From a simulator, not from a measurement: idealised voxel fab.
process module | voxel fin reveal
cross-section cut | 200 nm wide | cells 5 nm
A cross-section is a grid of square cells, given in bands from the top down. A band is one or more rows of cells.
Each band's line starts with the height of the band's top and of its bottom, in nm. Then come its materials from left to right, each with its width in nm. One material with "throughout" fills the band from edge to edge. "air" is empty space.
Height 0 is the level under which the wafer as received is all one material. The lowest band goes on downwards, as in "0 down".
A width such as "30 to 40" changes by the same amount from each row of cells to the next, from the band's top row to its bottom row.
"no change" after a step means that no cell of the cross-section changed.
closed voids: empty space of 8 cells or more with no open way to the top, each as width x height at its distance from the left edge, in nm
after a step's settings: what the simulator itself notes on the step
overlay nm, on a step with a mask: how far to the right of its planned place the mask lay; to the left if negative
plan
1 op RECEIVE | material Si
2 op CONFORMAL_DEP | material SiN | thk nm 5
3 op PATTERN | tone cover | mask id FINS | material resist | width nm 15 | pitch nm 45 | thk nm 20 | overlay nm 0
4 op DIRECTIONAL_ETCH | etch materials SiN | depth nm 5
5 op DIRECTIONAL_ETCH | etch materials Si | depth nm 35
6 op STRIP | etch materials resist
7 op FILL_DEP | material SiO2 | thk nm 5
8 op CMP | height nm 5
9 op SELECTIVE_ETCH | etch materials SiO2 | depth nm 20
10 op STRIP | etch materials SiN
11 op CONFORMAL_DEP | material HfO2 | thk nm 5
varied across the wafers: thk nm of step 11. The plan shows the first wafer's value. All wafers start alike
first wafer as received, after step 1
  0 down: Si throughout
  closed voids: none
each wafer at the end: cells of each material gained (+) or lost (-) since it was received, then its closed voids
thk nm 5 | +52 HfO2 | -238 Si | +136 SiO2 | closed voids: none
thk nm 10 | +104 HfO2 | -238 Si | +136 SiO2 | closed voids: none
thk nm 15 | +156 HfO2 | -238 Si | +136 SiO2 | closed voids: none
thk nm 20 | +202 HfO2 | -238 Si | +136 SiO2 | closed voids: none
